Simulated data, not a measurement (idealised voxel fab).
process module | voxel gate over fins
cross-section cut | 140 nm wide | cells 5 nm
A cross-section is a grid of square cells, given in bands from the top down. A band is one or more rows of cells.
Each band's line starts with the height of the band's top and of its bottom, in nm. Then come its materials from left to right, each with its width in nm. One material with "throughout" fills the band from edge to edge. "air" is empty space.
Height 0 is the level under which the wafer as received is all one material. The lowest band goes on downwards, as in "0 down".
A width such as "30 to 40" changes by the same amount from each row of cells to the next, from the band's top row to its bottom row.
"no change" after a step means that no cell of the cross-section changed.
closed voids: empty space of 8 cells or more with no open way to the top, each as width x height at its distance from the left edge, in nm
after a step's settings: what the simulator itself notes on the step
overlay nm, on a step with a mask: how far to the right of its planned place the mask lay; to the left if negative
plan
1 op RECEIVE | material Si
2 op CONFORMAL_DEP | material SiN | thk nm 5
3 op MASKED_ETCH | tone cover | mask id FINS | width nm 15 | pitch nm 45 | etch materials SiN | depth nm 5 | overlay nm 0
4 op MASKED_ETCH | tone cover | mask id FINS | width nm 15 | pitch nm 45 | etch materials Si | depth nm 40 | overlay nm 0
5 op OXIDIZE | depth nm 5
6 op FILL_DEP | material SiO2 | thk nm 5
7 op CMP | height nm 5
8 op SELECTIVE_ETCH | etch materials SiO2 | depth nm 20
9 op STRIP | etch materials SiN
10 op CONFORMAL_DEP | material HfO2 | thk nm 5
11 op CONFORMAL_DEP | material TiN | thk nm 5
12 op FILL_DEP | material W | thk nm 15
13 op CMP | height nm 20
14 op CONFORMAL_DEP | material SiN | thk nm 10
as received, after step 1
  0 down: Si throughout
  closed voids: none
a wafer at the end: this start, this plan, one mistake
  30 to 20: SiN throughout
  20 to 5: W throughout
  5 to 0: W 15 | TiN 15 | W 30 | TiN 15 | W 30 | TiN 15 | W 20
  0 to -10: W 15 | TiN 5 | Si 5 | TiN 5 | W 30 | TiN 5 | Si 5 | TiN 5 | W 30 | TiN 5 | Si 5 | TiN 5 | W 20
  -10 to -15: TiN 20 | Si 5 | TiN 40 | Si 5 | TiN 40 | Si 5 | TiN 25
  -15 to -45: SiO2 20 | Si 5 | SiO2 40 | Si 5 | SiO2 40 | Si 5 | SiO2 25
  -45 down: Si throughout
  closed voids: none
what went wrong: step 10 was left out
